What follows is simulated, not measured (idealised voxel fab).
process module | voxel self aligned contacts
cross-section cut | 230 nm wide | cells 5 nm
A cross-section is a grid of square cells, given in bands from the top down. A band is one or more rows of cells.
Each band's line starts with the height of the band's top and of its bottom, in nm. Then come its materials from left to right, each with its width in nm. One material with "throughout" fills the band from edge to edge. "air" is empty space.
Height 0 is the level under which the wafer as received is all one material. The lowest band goes on downwards, as in "0 down".
A width such as "30 to 40" changes by the same amount from each row of cells to the next, from the band's top row to its bottom row.
"no change" after a step means that no cell of the cross-section changed.
closed voids: empty space of 8 cells or more with no open way to the top, each as width x height at its distance from the left edge, in nm
after a step's settings: what the simulator itself notes on the step
overlay nm, on a step with a mask: how far to the right of its planned place the mask lay; to the left if negative
plan
1 op RECEIVE | material Si
2 op OXIDIZE | depth nm 5
3 op DIRECTIONAL_DEP | material polySi | thk nm 30
4 op DIRECTIONAL_DEP | material SiN | thk nm 20
5 op DIRECTIONAL_DEP | material aC | thk nm 15
6 op PATTERN | tone cover | mask id GATE | material resist | width nm 25 | pitch nm 50 | thk nm 30 | overlay nm 0
7 op DIRECTIONAL_ETCH | etch materials aC | depth nm 15
8 op STRIP | etch materials resist
9 op DIRECTIONAL_ETCH | etch materials SiN | depth nm 20
10 op DIRECTIONAL_ETCH | etch materials polySi | depth nm 30
11 op STRIP | etch materials aC
12 op CONFORMAL_DEP | material SiN | thk nm 5
13 op DIRECTIONAL_ETCH | etch materials SiN | depth nm 5
14 op FILL_DEP | material SiO2 | thk nm 20
15 op CMP | height nm 60
16 op PATTERN | tone open | mask id CONTACT | material resist | width nm 35 | thk nm 15 | overlay nm 0
17 op DIRECTIONAL_ETCH | etch materials SiO2 | depth nm 65
18 op STRIP | etch materials resist
19 op CONFORMAL_DEP | material TiN | thk nm 5
20 op FILL_DEP | material Ru | thk nm 5
21 op CMP | height nm 60
22 op CONFORMAL_DEP | material SiCN | thk nm 5
as received, after step 1
  0 down: Si throughout
  closed voids: none
a wafer at the end: this start, this plan, one mistake
  65 to 60: SiCN throughout
  60 to 35: SiO2 95 | TiN 5 | Ru 25 | TiN 5 | SiO2 100
  35 to 30: SiO2 95 | TiN 35 | SiO2 100
  30 to 0: polySi throughout
  0 to -5: SiO2 throughout
  -5 down: Si throughout
  closed voids: none
what went wrong: step 4 ran as: op DIRECTIONAL_DEP | material SiO2 | thk nm 20
